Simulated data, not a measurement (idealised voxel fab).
Presented below is a process module, voxel capacitor over wiring.
This is section cut - it's 140 nm across, gridded in 5 nm square cells.
How to read a cross-section here: the picture is a grid of square cells, written as bands going from the top down, and any band can span one or more rows of cells.
Within each band entry, the heights of the top and of the bottom of the band appear first, in that order and in nm; the materials of the band then follow from left to right, each with its corresponding width in nm. The designation "full width" on a single material indicates that it fills the band from edge to edge; the designation "air" indicates empty space.
Ref level 0: as-received wafer is one material below here. Bottom band extends down with no lower bound ("0..down").
With a width like "30..40", each row of cells in the band differs from the next by the same amount, the top row carrying the first number and the bottom row the second.
For the purposes of this document, the phrase "stayed the same" attached to a step denotes that no cell within the cross-section was modified by that step.
Closed empty spaces (no open way to the top) of 8 cells or more are what "Closed-off voids" lists, each as width x height at distance from the left edge, nm for all three.
Note: text after step settings on the step line = simulator remark on that step.
When a step includes a mask, the "overlay nm" setting on its line states how far to the right of its planned place that mask lay, and negative values state how far to the left.

Process steps (planned)
step 1: RECEIVE with material Si
step 2: CONFORMAL_DEP with material SiO2, thk nm 15
step 3: DIRECTIONAL_DEP with material TiN, thk nm 5
step 4: DIRECTIONAL_DEP with material W, thk nm 20
step 5: MASKED_ETCH with tone cover, mask id METAL_1, width nm 20, pitch nm 80, etch materials W, depth nm 20, overlay nm 0
step 6: MASKED_ETCH with tone cover, mask id METAL_1, width nm 20, pitch nm 80, etch materials TiN, depth nm 5, overlay nm 0
step 7: FILL_DEP with material lowk, thk nm 10
step 8: CMP with height nm 40
step 9: CONFORMAL_DEP with material SiCN, thk nm 5
step 10: DIRECTIONAL_DEP with material lowk, thk nm 10
step 11: PATTERN with tone open, mask id PLUG_1, material resist, width nm 15, thk nm 20, overlay nm 0
step 12: DIRECTIONAL_ETCH with etch materials lowk, depth nm 10
step 13: DIRECTIONAL_ETCH with etch materials SiCN, depth nm 5
step 14: STRIP with etch materials resist
step 15: CONFORMAL_DEP with material TiN, thk nm 5
step 16: FILL_DEP with material Cu, thk nm 10
step 17: CMP with height nm 55
step 18: DIRECTIONAL_DEP with material TiN, thk nm 10
step 19: DIRECTIONAL_DEP with material Al2O3, thk nm 5
step 20: DIRECTIONAL_DEP with material TiN, thk nm 10
step 21: PATTERN with tone cover, mask id UPPER_PLATE, material resist, width nm 65, thk nm 20, overlay nm 0
step 22: DIRECTIONAL_ETCH with etch materials TiN, depth nm 10
step 23: DIRECTIONAL_ETCH with etch materials Al2O3, depth nm 5
step 24: STRIP with etch materials resist
step 25: PATTERN with tone cover, mask id LOWER_PLATE, material resist, width nm 75, thk nm 20, overlay nm 0
step 26: DIRECTIONAL_ETCH with etch materials TiN, depth nm 10
step 27: STRIP with etch materials resist
step 28: FILL_DEP with material SiO2, thk nm 20
step 29: CMP with height nm 95
step 30: MASKED_ETCH with tone open, mask id PLUG_2, width nm 15, etch materials SiO2, depth nm 15, overlay nm 0
step 31: CONFORMAL_DEP with material TiN, thk nm 5
step 32: FILL_DEP with material Ru, thk nm 10
step 33: CMP with height nm 95
step 34: CONFORMAL_DEP with material SiCN, thk nm 5

First wafer of two (run as planned)

Incoming wafer in cross-section (state: after step 1)
    0..down = Si full width
    Closed-off voids: none

Cross-section: wafer state after step 2
    15..0 = SiO2 full width
    No changes below 0.

Cross-section: wafer state after step 3
    20..15 = TiN full width
    No changes below 15.

Cross-section: wafer state after step 4
    40..20 = W full width
    No changes below 20.

Cross-section: wafer state after step 5
    40..20 = air 20 nm, then W 20 nm, then air 60 nm, then W 20 nm, then air 20 nm
    No changes below 20.

Cross-section: wafer state after step 6
    40..20 = air 20 nm, then W 20 nm, then air 60 nm, then W 20 nm, then air 20 nm
    20..15 = air 20 nm, then TiN 20 nm, then air 60 nm, then TiN 20 nm, then air 20 nm
    No changes below 15.

Cross-section: wafer state after step 7
    50..40 = lowk full width
    40..20 = lowk 20 nm, then W 20 nm, then lowk 60 nm, then W 20 nm, then lowk 20 nm
    20..15 = lowk 20 nm, then TiN 20 nm, then lowk 60 nm, then TiN 20 nm, then lowk 20 nm
    No changes below 15.

Cross-section: wafer state after step 8
    40..20 = lowk 20 nm, then W 20 nm, then lowk 60 nm, then W 20 nm, then lowk 20 nm
    No changes below 20.

Cross-section: wafer state after step 9
    45..40 = SiCN full width
    No changes below 40.

Cross-section: wafer state after step 10
    55..45 = lowk full width
    No changes below 45.

Cross-section: wafer state after step 11
    75..55 = resist 25 nm, then air 15 nm, then resist 100 nm
    No changes below 55.

Cross-section: wafer state after step 12
    75..55 = resist 25 nm, then air 15 nm, then resist 100 nm
    55..45 = lowk 25 nm, then air 15 nm, then lowk 100 nm
    No changes below 45.

Cross-section: wafer state after step 13
    75..55 = resist 25 nm, then air 15 nm, then resist 100 nm
    55..45 = lowk 25 nm, then air 15 nm, then lowk 100 nm
    45..40 = SiCN 25 nm, then air 15 nm, then SiCN 100 nm
    No changes below 40.

Cross-section: wafer state after step 14
    55..45 = lowk 25 nm, then air 15 nm, then lowk 100 nm
    No changes below 45.

Cross-section: wafer state after step 15
    60..55 = TiN 30 nm, then air 5 nm, then TiN 105 nm
    55..45 = lowk 25 nm, then TiN 5 nm, then air 5 nm, then TiN 5 nm, then lowk 100 nm
    45..40 = SiCN 25 nm, then TiN 15 nm, then SiCN 100 nm
    No changes below 40.

Cross-section: wafer state after step 16
    70..60 = Cu full width
    60..55 = TiN 30 nm, then Cu 5 nm, then TiN 105 nm
    55..45 = lowk 25 nm, then TiN 5 nm, then Cu 5 nm, then TiN 5 nm, then lowk 100 nm
    No changes below 45.

Cross-section: wafer state after step 17
    55..45 = lowk 25 nm, then TiN 5 nm, then Cu 5 nm, then TiN 5 nm, then lowk 100 nm
    No changes below 45.

Cross-section: wafer state after step 18
    65..55 = TiN full width
    No changes below 55.

Cross-section: wafer state after step 19
    70..65 = Al2O3 full width
    No changes below 65.

Cross-section: wafer state after step 20
    80..70 = TiN full width
    No changes below 70.

Cross-section: wafer state after step 21
    100..80 = air 25 nm, then resist 65 nm, then air 50 nm
    No changes below 80.

Cross-section: wafer state after step 22
    100..80 = air 25 nm, then resist 65 nm, then air 50 nm
    80..70 = air 25 nm, then TiN 65 nm, then air 50 nm
    No changes below 70.

Cross-section: wafer state after step 23
    100..80 = air 25 nm, then resist 65 nm, then air 50 nm
    80..70 = air 25 nm, then TiN 65 nm, then air 50 nm
    70..65 = air 25 nm, then Al2O3 65 nm, then air 50 nm
    No changes below 65.

Cross-section: wafer state after step 24
    80..70 = air 25 nm, then TiN 65 nm, then air 50 nm
    No changes below 70.

Cross-section: wafer state after step 25
    100..80 = air 20 nm, then resist 75 nm, then air 45 nm
    80..70 = air 20 nm, then resist 5 nm, then TiN 65 nm, then resist 5 nm, then air 45 nm
    70..65 = air 20 nm, then resist 5 nm, then Al2O3 65 nm, then resist 5 nm, then air 45 nm
    No changes below 65.

Cross-section: wafer state after step 26
    100..80 = air 20 nm, then resist 75 nm, then air 45 nm
    80..70 = air 20 nm, then resist 5 nm, then TiN 65 nm, then resist 5 nm, then air 45 nm
    70..65 = air 20 nm, then resist 5 nm, then Al2O3 65 nm, then resist 5 nm, then air 45 nm
    65..55 = air 20 nm, then TiN 75 nm, then air 45 nm
    No changes below 55.

Cross-section: wafer state after step 27
    80..70 = air 25 nm, then TiN 65 nm, then air 50 nm
    70..65 = air 25 nm, then Al2O3 65 nm, then air 50 nm
    No changes below 65.

Cross-section: wafer state after step 28
    100..80 = SiO2 full width
    80..70 = SiO2 25 nm, then TiN 65 nm, then SiO2 50 nm
    70..65 = SiO2 25 nm, then Al2O3 65 nm, then SiO2 50 nm
    65..55 = SiO2 20 nm, then TiN 75 nm, then SiO2 45 nm
    No changes below 55.

Cross-section: wafer state after step 29
    95..80 = SiO2 full width
    No changes below 80.

Cross-section: wafer state after step 30
    95..80 = SiO2 35 nm, then air 15 nm, then SiO2 90 nm
    No changes below 80.

Cross-section: wafer state after step 31
    100..95 = TiN 40 nm, then air 5 nm, then TiN 95 nm
    95..85 = SiO2 35 nm, then TiN 5 nm, then air 5 nm, then TiN 5 nm, then SiO2 90 nm
    85..80 = SiO2 35 nm, then TiN 15 nm, then SiO2 90 nm
    No changes below 80.

Cross-section: wafer state after step 32
    110..100 = Ru full width
    100..95 = TiN 40 nm, then Ru 5 nm, then TiN 95 nm
    95..85 = SiO2 35 nm, then TiN 5 nm, then Ru 5 nm, then TiN 5 nm, then SiO2 90 nm
    No changes below 85.

Cross-section: wafer state after step 33
    95..85 = SiO2 35 nm, then TiN 5 nm, then Ru 5 nm, then TiN 5 nm, then SiO2 90 nm
    No changes below 85.

Cross-section: wafer state after step 34
    100..95 = SiCN full width
    No changes below 95.

For the second wafer, take the first wafer's start and plan, then add one mistake made in running it; everything through step 18, that step included, is shared with the first

Cross-sectional representation of the second wafer at the time designated in the plan for the completion of step 19
    75..55 = TiN full width
    No changes below 55.

Cross-sectional representation of the second wafer at the time designated in the plan for the completion of step 20
    80..75 = Al2O3 full width
    No changes below 75.

Cross-sectional representation of the second wafer at the time designated in the plan for the completion of step 21
    100..80 = air 25 nm, then resist 65 nm, then air 50 nm
    No changes below 80.

Cross-sectional representation of the second wafer at the time designated in the plan for the completion of step 22: stayed the same

Cross-sectional representation of the second wafer at the time designated in the plan for the completion of step 23
    100..80 = air 25 nm, then resist 65 nm, then air 50 nm
    80..75 = air 25 nm, then Al2O3 65 nm, then air 50 nm
    No changes below 75.

Cross-sectional representation of the second wafer at the time designated in the plan for the completion of step 24
    80..75 = air 25 nm, then Al2O3 65 nm, then air 50 nm
    No changes below 75.

Cross-sectional representation of the second wafer at the time designated in the plan for the completion of step 25
    100..80 = air 20 nm, then resist 75 nm, then air 45 nm
    80..75 = air 20 nm, then resist 5 nm, then Al2O3 65 nm, then resist 5 nm, then air 45 nm
    No changes below 75.

Cross-sectional representation of the second wafer at the time designated in the plan for the completion of step 26
    100..80 = air 20 nm, then resist 75 nm, then air 45 nm
    80..75 = air 20 nm, then resist 5 nm, then Al2O3 65 nm, then resist 5 nm, then air 45 nm
    75..65 = air 20 nm, then TiN 75 nm, then air 45 nm
    No changes below 65.

Cross-sectional representation of the second wafer at the time designated in the plan for the completion of step 27
    80..75 = air 25 nm, then Al2O3 65 nm, then air 50 nm
    No changes below 75.

Cross-sectional representation of the second wafer at the time designated in the plan for the completion of step 28
    100..80 = SiO2 full width
    80..75 = SiO2 25 nm, then Al2O3 65 nm, then SiO2 50 nm
    75..65 = SiO2 20 nm, then TiN 75 nm, then SiO2 45 nm
    No changes below 65.

Cross-sectional representation of the second wafer at the time designated in the plan for the completion of step 29
    95..80 = SiO2 full width
    No changes below 80.

Cross-sectional representation of the second wafer at the time designated in the plan for the completion of step 30
    95..80 = SiO2 35 nm, then air 15 nm, then SiO2 90 nm
    No changes below 80.

Cross-sectional representation of the second wafer at the time designated in the plan for the completion of step 31
    100..95 = TiN 40 nm, then air 5 nm, then TiN 95 nm
    95..85 = SiO2 35 nm, then TiN 5 nm, then air 5 nm, then TiN 5 nm, then SiO2 90 nm
    85..80 = SiO2 35 nm, then TiN 15 nm, then SiO2 90 nm
    No changes below 80.

Cross-sectional representation of the second wafer at the time designated in the plan for the completion of step 32
    110..100 = Ru full width
    100..95 = TiN 40 nm, then Ru 5 nm, then TiN 95 nm
    95..85 = SiO2 35 nm, then TiN 5 nm, then Ru 5 nm, then TiN 5 nm, then SiO2 90 nm
    No changes below 85.

Cross-sectional representation of the second wafer at the time designated in the plan for the completion of step 33
    95..85 = SiO2 35 nm, then TiN 5 nm, then Ru 5 nm, then TiN 5 nm, then SiO2 90 nm
    No changes below 85.

Cross-sectional representation of the second wafer at the time designated in the plan for the completion of step 34
    100..95 = SiCN full width
    No changes below 95.
It is concluded that the wafer was processed incorrectly with respect to the plan, in that swap of plan steps 19 and 20 during execution
Looking at both finished wafers in cells, the second ends up ahead of or behind the first on some materials: SiO2 -30, TiN +30
